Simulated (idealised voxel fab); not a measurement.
process module | voxel ribs on slabs
cross-section cut | 280 nm wide | cells 5 nm
A cross-section is a grid of square cells, given in bands from the top down. A band is one or more rows of cells.
Each band's line starts with the height of the band's top and of its bottom, in nm. Then come its materials from left to right, each with its width in nm. One material with "throughout" fills the band from edge to edge. "air" is empty space.
Height 0 is the level under which the wafer as received is all one material. The lowest band goes on downwards, as in "0 down".
A width such as "30 to 40" changes by the same amount from each row of cells to the next, from the band's top row to its bottom row.
"no change" after a step means that no cell of the cross-section changed.
closed voids: empty space of 8 cells or more with no open way to the top, each as width x height at its distance from the left edge, in nm
after a step's settings: what the simulator itself notes on the step
overlay nm, on a step with a mask: how far to the right of its planned place the mask lay; to the left if negative
plan
1 op RECEIVE | material Si
2 op DIRECTIONAL_DEP | material SiO2 | thk nm 20
3 op DIRECTIONAL_DEP | material SiN | thk nm 15
4 op PATTERN | tone cover | mask id RIB | material resist | width nm 15 | thk nm 15 | overlay nm 0
5 op DIRECTIONAL_ETCH | etch materials SiN | depth nm 5
6 op STRIP | etch materials resist
7 op DIRECTIONAL_DEP | material aC | thk nm 10
8 op PATTERN | tone cover | mask id SLAB | material resist | width nm 65 | thk nm 25 | overlay nm 0
9 op DIRECTIONAL_ETCH | etch materials aC | depth nm 10
10 op STRIP | etch materials resist
11 op DIRECTIONAL_ETCH | etch materials SiN | depth nm 10
12 op STRIP | etch materials aC
13 op FILL_DEP | material SiO2 | thk nm 15
14 op CMP | height nm 45
15 op DIRECTIONAL_DEP | material W | thk nm 5
16 op PATTERN | tone cover | mask id HEATER | material resist | width nm 25 | thk nm 20 | overlay nm 0
17 op DIRECTIONAL_ETCH | etch materials W | depth nm 5
18 op STRIP | etch materials resist
19 op CONFORMAL_DEP | material SiO2 | thk nm 5
first wafer, as planned
as received, after step 1
  0 down: Si throughout
  closed voids: none
after step 2
  20 to 0: SiO2 throughout
  below 0: unchanged
after step 3
  35 to 20: SiN throughout
  below 20: unchanged
after step 4
  50 to 35: air 130 | resist 15 | air 135
  below 35: unchanged
after step 5
  50 to 35: air 130 | resist 15 | air 135
  35 to 30: air 130 | SiN 15 | air 135
  below 30: unchanged
after step 6
  35 to 30: air 130 | SiN 15 | air 135
  below 30: unchanged
after step 7
  45 to 40: air 130 | aC 15 | air 135
  40 to 35: aC throughout
  35 to 30: aC 130 | SiN 15 | aC 135
  below 30: unchanged
after step 8
  70 to 45: air 105 | resist 65 | air 110
  45 to 40: air 105 | resist 25 | aC 15 | resist 25 | air 110
  below 40: unchanged
after step 9
  60 to 45: air 105 | resist 65 | air 110
  45 to 40: air 105 | resist 25 | aC 15 | resist 25 | air 110
  40 to 35: air 105 | aC 65 | air 110
  35 to 30: air 105 | aC 25 | SiN 15 | aC 25 | air 110
  below 30: unchanged
after step 10
  45 to 35: air 130 to 105 | aC 15 to 65 | air 135 to 110
  below 35: unchanged
after step 11
  45 to 35: air 130 to 105 | aC 15 to 65 | air 135 to 110
  35 to 30: air 105 | aC 25 | SiN 15 | aC 25 | air 110
  30 to 20: air 105 | SiN 65 | air 110
  below 20: unchanged
after step 12
  35 to 30: air 130 | SiN 15 | air 135
  below 30: unchanged
after step 13
  50 to 35: SiO2 throughout
  35 to 30: SiO2 130 | SiN 15 | SiO2 135
  30 to 20: SiO2 105 | SiN 65 | SiO2 110
  below 20: unchanged
after step 14
  45 to 35: SiO2 throughout
  below 35: unchanged
after step 15
  50 to 45: W throughout
  below 45: unchanged
after step 16
  70 to 50: air 125 | resist 25 | air 130
  below 50: unchanged
after step 17
  70 to 50: air 125 | resist 25 | air 130
  50 to 45: air 125 | W 25 | air 130
  below 45: unchanged
after step 18
  50 to 45: air 125 | W 25 | air 130
  below 45: unchanged
after step 19
  55 to 50: air 120 | SiO2 35 | air 125
  50 to 45: SiO2 125 | W 25 | SiO2 130
  below 45: unchanged
second wafer: like start, like plan, one mistake. Through step 15 it matches the first wafer
when step 16 should have ended
  70 to 50: air 125 | resist 30 | air 125
  below 50: unchanged
when step 17 should have ended
  70 to 50: air 125 | resist 30 | air 125
  50 to 45: air 125 | W 30 | air 125
  below 45: unchanged
when step 18 should have ended
  50 to 45: air 125 | W 30 | air 125
  below 45: unchanged
when step 19 should have ended
  55 to 50: air 120 | SiO2 40 | air 120
  50 to 45: SiO2 125 | W 30 | SiO2 125
  below 45: unchanged
what went wrong: step 16 ran as: op PATTERN | tone cover | mask id HEATER | material resist | width nm 30 | thk nm 20 | overlay nm 0
at the end the second wafer has, in cells: 1 more of W
